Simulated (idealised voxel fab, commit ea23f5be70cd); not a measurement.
The document below concerns the process module designated voxel released beams.
Xsec cut, 160 nm wide, square cell size 5 nm.
Cross-section spec: square-cell grid; bands listed top down; each band is one or more rows. Quick guide to a band line: top height, bottom height (nm) up front; then every material left to right with its width in nm. Only one material and it's marked "edge to edge"? Then it fills the band edge to edge. And "air" just means empty space. Basically, 0 is our baseline, since under it the wafer straight out of the box is all one material. The bottom band has no lower end and keeps on going down, so it looks like "z 0 and below". The two numbers in a width such as "30..40" mark its ends across the band: the first belongs to the top row of cells, the second to the bottom row, and from each row to the next the width moves by the same amount. Where the words "left unchanged" appear for a step, the cross-section shows no cell changed by that step; every cell remained as before. Look at "Voids, enclosed" for the closed voids: empty spaces with no open path to the top, sized 8 cells or up. Each is width x height at distance, distance from the left edge, all nm. That trailing text on a step's line, after the settings, is the simulator's own remark on the step. Among the settings permitted on a step's line is "overlay nm"; applied to a step with a mask, it specifies the extent to which the mask lay to the right of its planned position, whereas a negative figure signifies a position to the left.
THESE ARE THE STEPS WE PLANNED FOR THE PROCESS
- 1: RECEIVE (material Si)
- 2: CONFORMAL_DEP (material SiN; thk nm 5)
- 3: DIRECTIONAL_DEP (material SiO2; thk nm 10)
- 4: DIRECTIONAL_DEP (material aC; thk nm 10)
- 5: PATTERN (tone open; mask id ANCHOR; material resist; width nm 30; thk nm 30; overlay nm 0)
- 6: DIRECTIONAL_ETCH (etch materials aC; depth nm 10)
- 7: STRIP (etch materials resist)
- 8: DIRECTIONAL_ETCH (etch materials SiO2; depth nm 10)
- 9: STRIP (etch materials aC)
- 10: CONFORMAL_DEP (material polySi; thk nm 10)
- 11: PATTERN (tone cover; mask id BEAM; material resist; width nm 105; thk nm 15; overlay nm 0)
- 12: DIRECTIONAL_ETCH (etch materials polySi; depth nm 10)
- 13: STRIP (etch materials resist)
- 14: STRIP (etch materials SiO2)
ON THE FIRST OF THE TWO WAFERS: RUN CONDUCTED ACCORDING TO PLAN
RECEIVED-STATE CROSS-SECTION, REFLECTING COMPLETION OF STEP 1
    z 0 and below = Si edge to edge
    Voids, enclosed: none
UPON COMPLETION OF STEP 2, THE WAFER APPEARS IN CROSS-SECTION AS SHOWN
    z 5 to 0 = SiN edge to edge
    Below a height of 0, the structure has not been altered.
UPON COMPLETION OF STEP 3, THE WAFER APPEARS IN CROSS-SECTION AS SHOWN
    z 15 to 5 = SiO2 edge to edge
    Below a height of 5, the structure has not been altered.
UPON COMPLETION OF STEP 4, THE WAFER APPEARS IN CROSS-SECTION AS SHOWN
    z 25 to 15 = aC edge to edge
    Below a height of 15, the structure has not been altered.
UPON COMPLETION OF STEP 5, THE WAFER APPEARS IN CROSS-SECTION AS SHOWN
    z 55 to 25 = resist (30), air (30), resist (100)
    Below a height of 25, the structure has not been altered.
UPON COMPLETION OF STEP 6, THE WAFER APPEARS IN CROSS-SECTION AS SHOWN
    z 45 to 25 = resist (30), air (30), resist (100)
    z 25 to 15 = aC (30), air (30), aC (100)
    Below a height of 15, the structure has not been altered.
UPON COMPLETION OF STEP 7, THE WAFER APPEARS IN CROSS-SECTION AS SHOWN
    z 25 to 15 = aC (30), air (30), aC (100)
    Below a height of 15, the structure has not been altered.
UPON COMPLETION OF STEP 8, THE WAFER APPEARS IN CROSS-SECTION AS SHOWN
    z 25 to 15 = aC (30), air (30), aC (100)
    z 15 to 5 = SiO2 (30), air (30), SiO2 (100)
    Below a height of 5, the structure has not been altered.
UPON COMPLETION OF STEP 9, THE WAFER APPEARS IN CROSS-SECTION AS SHOWN
    z 15 to 5 = SiO2 (30), air (30), SiO2 (100)
    Below a height of 5, the structure has not been altered.
UPON COMPLETION OF STEP 10, THE WAFER APPEARS IN CROSS-SECTION AS SHOWN
    z 25 to 15 = polySi (40), air (10), polySi (110)
    z 15 to 5 = SiO2 (30), polySi (30), SiO2 (100)
    Below a height of 5, the structure has not been altered.
UPON COMPLETION OF STEP 11, THE WAFER APPEARS IN CROSS-SECTION AS SHOWN
    z 40 to 25 = air (25), resist (105), air (30)
    z 25 to 15 = polySi (40), resist (10), polySi (110)
    Below a height of 15, the structure has not been altered.
UPON COMPLETION OF STEP 12, THE WAFER APPEARS IN CROSS-SECTION AS SHOWN
    z 40 to 25 = air (25), resist (105), air (30)
    z 25 to 15 = air (25), polySi (15), resist (10), polySi (80), air (30)
    Below a height of 15, the structure has not been altered.
UPON COMPLETION OF STEP 13, THE WAFER APPEARS IN CROSS-SECTION AS SHOWN
    z 25 to 15 = air (25), polySi (15), air (10), polySi (80), air (30)
    Below a height of 15, the structure has not been altered.
UPON COMPLETION OF STEP 14, THE WAFER APPEARS IN CROSS-SECTION AS SHOWN
    z 25 to 15 = air (25), polySi (15), air (10), polySi (80), air (30)
    z 15 to 5 = air (30), polySi (30), air (100)
    Below a height of 5, the structure has not been altered.
THE SECOND WAFER BEGAN EXACTLY AS THE FIRST DID AND FOLLOWED THE SAME PLAN, BUT ONE MISTAKE WAS MADE WHILE RUNNING IT; THROUGH STEP 3 INCLUSIVE, THE TWO WAFERS ARE IDENTICAL
THE SECOND WAFER IN CROSS-SECTION, AT THE PLANNED CLOSE OF STEP 4
    z 25 to 15 = SiN edge to edge
    Below a height of 15, the structure has not been altered.
THE SECOND WAFER IN CROSS-SECTION, AT THE PLANNED CLOSE OF STEP 5
    z 55 to 25 = resist (30), air (30), resist (100)
    Below a height of 25, the structure has not been altered.
THE SECOND WAFER IN CROSS-SECTION, AT THE PLANNED CLOSE OF STEP 6
    z 45 to 25 = resist (30), air (30), resist (100)
    Below a height of 25, the structure has not been altered.
THE SECOND WAFER IN CROSS-SECTION, AT THE PLANNED CLOSE OF STEP 7
    z 25 to 15 = SiN edge to edge
    Below a height of 15, the structure has not been altered.
The second wafer in cross-section, at the planned close of step 8: left unchanged
The second wafer in cross-section, at the planned close of step 9: left unchanged
THE SECOND WAFER IN CROSS-SECTION, AT THE PLANNED CLOSE OF STEP 10
    z 35 to 25 = polySi edge to edge
    Below a height of 25, the structure has not been altered.
THE SECOND WAFER IN CROSS-SECTION, AT THE PLANNED CLOSE OF STEP 11
    z 50 to 35 = air (25), resist (105), air (30)
    Below a height of 35, the structure has not been altered.
THE SECOND WAFER IN CROSS-SECTION, AT THE PLANNED CLOSE OF STEP 12
    z 50 to 35 = air (25), resist (105), air (30)
    z 35 to 25 = air (25), polySi (105), air (30)
    Below a height of 25, the structure has not been altered.
THE SECOND WAFER IN CROSS-SECTION, AT THE PLANNED CLOSE OF STEP 13
    z 35 to 25 = air (25), polySi (105), air (30)
    Below a height of 25, the structure has not been altered.
The second wafer in cross-section, at the planned close of step 14: left unchanged
Finding, execution versus plan: note that step 4 departed from the planned setting and was carried out as DIRECTIONAL_DEP (material SiN; thk nm 10)
End of process, cell counts, second wafer against first, materials with more or fewer: SiN +64 | SiO2 +64 | polySi -8
